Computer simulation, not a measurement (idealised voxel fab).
You're looking at the process module voxel trench capacitor.
In the cross-section labelled cut, the width is 225 nm and each square cell is 5 nm.
A cross-section in this document is a grid of square cells, and it is written down as bands, the top band listed before the ones below it; a band is made up of one or more rows of cells.
In this notation a band is specified by the heights of its top and bottom, in that order and in nm, after which its materials appear from left to right, each paired with its width in nm. The word "everywhere" attached to a single material means that material fills the band from edge to edge; the word "blank" stands for empty space.
Heights from 0 (as-received wafer is one material below). Bottom band endless downward, as "0 -> down".
Top row gets the first number, bottom row gets the second, and each row in between changes by the same step: that is how a band width like "30..40" works.
You'll sometimes find "nothing altered" written for a step, and that's the way of saying that nowhere in the cross-section did a cell change during that step.
For the entry "Closed void table", the listed items are empty spaces with no open way to the top whose size is 8 cells or more; each item follows the pattern width x height at distance, where distance is from the left edge and all three are in nm.
It should be noted that, on the line of a given step, the content following the step's settings is a remark produced by the simulator itself with respect to that step.
overlay nm: for a step with a mask, the amount by which the mask lay right of where it was planned; a negative amount means left of it.
# The planned process steps are enumerated hereunder
1: RECEIVE: material Si
2: CONFORMAL_DEP: material SiN, thk nm 5
3: PATTERN: tone open, mask id TRENCH, material resist, width nm 25, pitch nm 50, thk nm 20, overlay nm 0
4: DIRECTIONAL_ETCH: etch materials SiN, depth nm 5
5: DIRECTIONAL_ETCH: etch materials Si, depth nm 35
6: STRIP: etch materials resist
7: CONFORMAL_DEP: material Al2O3, thk nm 5
8: FILL_DEP: material polySi, thk nm 5
9: CMP: height nm 5
# Shown in cross-section is the wafer as received, that is, as it stands after step 1
    0 -> down | Si everywhere
    Closed void table: none
# Look at the cross-section after the module: the wafer started out the way shown above and the plan was the one shown above, yet one mistake was made along the way
    5 -> 0 | SiN: 50; Al2O3: 5; polySi: 15; Al2O3: 5; SiN: 25; Al2O3: 5; polySi: 15; Al2O3: 5; SiN: 25; Al2O3: 5; polySi: 15; Al2O3: 5; SiN: 50
    0 -> -35 | Si: 50; Al2O3: 5; polySi: 15; Al2O3: 5; Si: 25; Al2O3: 5; polySi: 15; Al2O3: 5; Si: 25; Al2O3: 5; polySi: 15; Al2O3: 5; Si: 50
    -35 -> -40 | Si: 50; Al2O3: 25; Si: 25; Al2O3: 25; Si: 25; Al2O3: 25; Si: 50
    -40 -> down | Si everywhere
    Closed void table: none
Finding, execution versus plan: rather than as planned, step 5 actually ran as DIRECTIONAL_ETCH: etch materials Si, depth nm 40
